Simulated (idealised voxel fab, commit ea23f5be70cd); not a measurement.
Process module, titled voxel released beams
Cross-sectional view cut (width: 195 nm; square cell size: 5 nm).
This document writes a cross-section as a grid whose cells are square, and gives it as bands, listed from the top down; one or more rows of cells form a band. The band entry comprises the height of the band's top followed by the height of its bottom, expressed in nm, and subsequently the band's materials from left to right, each stated together with its width in nm. Where a single material is marked with the word "all across", that material fills the band from edge to edge. The word "blank" represents empty space. Ref level 0: as-received wafer is one material below here. Bottom band extends down with no lower bound ("from 0 down"). Think of "30 to 40" as a width that walks from the first number to the second as you go down the band, top row to bottom row, taking equal-sized steps from row to row. Where the words "no change" appear for a step, the cross-section shows no cell changed by that step; every cell remained as before. The list in "Trapped voids" covers empty spaces of 8 cells or more that cannot reach the top through any open way, and it gives each as width x height at distance; the distance is from the left edge, and width, height and distance are in nm. after a step's settings: what the simulator itself notes on the step. You can add "overlay nm" to a step's line. For a step with a mask, it describes how far the mask lay to the right of its planned position, and a negative number describes a lay to the left.

# List of planned process steps
| 1 | RECEIVE [material Si] |
| 2 | CONFORMAL_DEP [material SiN] [thk nm 5] |
| 3 | DIRECTIONAL_DEP [material SiO2] [thk nm 10] |
| 4 | DIRECTIONAL_DEP [material aC] [thk nm 10] |
| 5 | PATTERN [tone open] [mask id ANCHOR] [material resist] [width nm 40] [thk nm 30] [overlay nm 0] |
| 6 | DIRECTIONAL_ETCH [etch materials aC] [depth nm 10] |
| 7 | STRIP [etch materials resist] |
| 8 | DIRECTIONAL_ETCH [etch materials SiO2] [depth nm 10] |
| 9 | STRIP [etch materials aC] |
| 10 | CONFORMAL_DEP [material W] [thk nm 15] |
| 11 | MASKED_ETCH [tone cover] [mask id BEAM] [width nm 110] [etch materials W] [depth nm 15] [overlay nm 0] |
| 12 | STRIP [etch materials SiO2] |

# The first of the two wafers, which ran as planned

# Wafer as received: cross-section following step 1
    from 0 down  Si all across
    Trapped voids: none

# Cross-section: wafer state after step 2
    from 5 to 0  SiN all across
    Whatever lies below 0 is exactly as it was before.

# Cross-section: wafer state after step 3
    from 15 to 5  SiO2 all across
    Whatever lies below 5 is exactly as it was before.

# Cross-section: wafer state after step 4
    from 25 to 15  aC all across
    Whatever lies below 15 is exactly as it was before.

# Cross-section: wafer state after step 5
    from 55 to 25  resist 45, then blank 40, then resist 110
    Whatever lies below 25 is exactly as it was before.

# Cross-section: wafer state after step 6
    from 45 to 25  resist 45, then blank 40, then resist 110
    from 25 to 15  aC 45, then blank 40, then aC 110
    Whatever lies below 15 is exactly as it was before.

# Cross-section: wafer state after step 7
    from 25 to 15  aC 45, then blank 40, then aC 110
    Whatever lies below 15 is exactly as it was before.

# Cross-section: wafer state after step 8
    from 25 to 15  aC 45, then blank 40, then aC 110
    from 15 to 5  SiO2 45, then blank 40, then SiO2 110
    Whatever lies below 5 is exactly as it was before.

# Cross-section: wafer state after step 9
    from 15 to 5  SiO2 45, then blank 40, then SiO2 110
    Whatever lies below 5 is exactly as it was before.

# Cross-section: wafer state after step 10
    from 30 to 20  W 60, then blank 10, then W 125
    from 20 to 15  W all across
    from 15 to 5  SiO2 45, then W 40, then SiO2 110
    Whatever lies below 5 is exactly as it was before.

# Cross-section: wafer state after step 11
    from 30 to 20  blank 40, then W 20, then blank 10, then W 80, then blank 45
    from 20 to 15  blank 40, then W 110, then blank 45
    Whatever lies below 15 is exactly as it was before.

# Cross-section: wafer state after step 12
    from 30 to 20  blank 40, then W 20, then blank 10, then W 80, then blank 45
    from 20 to 15  blank 40, then W 110, then blank 45
    from 15 to 5  blank 45, then W 40, then blank 110
    Whatever lies below 5 is exactly as it was before.

# For the second wafer, take the first wafer's start and plan, then add one mistake made in running it; everything through step 1, that step included, is shared with the first

# The second wafer cut through, at the time step 2 was supposed to be finished
    from 10 to 0  SiO2 all across
    Whatever lies below 0 is exactly as it was before.

# The second wafer cut through, at the time step 3 was supposed to be finished
    from 15 to 10  SiN all across
    Whatever lies below 10 is exactly as it was before.

# The second wafer cut through, at the time step 4 was supposed to be finished
    from 25 to 15  aC all across
    Whatever lies below 15 is exactly as it was before.

# The second wafer cut through, at the time step 5 was supposed to be finished
    from 55 to 25  resist 45, then blank 40, then resist 110
    Whatever lies below 25 is exactly as it was before.

# The second wafer cut through, at the time step 6 was supposed to be finished
    from 45 to 25  resist 45, then blank 40, then resist 110
    from 25 to 15  aC 45, then blank 40, then aC 110
    Whatever lies below 15 is exactly as it was before.

# The second wafer cut through, at the time step 7 was supposed to be finished
    from 25 to 15  aC 45, then blank 40, then aC 110
    Whatever lies below 15 is exactly as it was before.

The second wafer cut through, at the time step 8 was supposed to be finished: no change

# The second wafer cut through, at the time step 9 was supposed to be finished
    from 15 to 10  SiN all across
    Whatever lies below 10 is exactly as it was before.

# The second wafer cut through, at the time step 10 was supposed to be finished
    from 30 to 15  W all across
    Whatever lies below 15 is exactly as it was before.

# The second wafer cut through, at the time step 11 was supposed to be finished
    from 30 to 15  blank 40, then W 110, then blank 45
    Whatever lies below 15 is exactly as it was before.

The second wafer cut through, at the time step 12 was supposed to be finished: no change
The plan and the run diverged here: it was found that steps 2 and 3 of the process plan had been performed in exchanged positions
Final tally in cells, some materials are higher or lower on the second wafer than on the first: SiO2: 78 more, W: 12 fewer
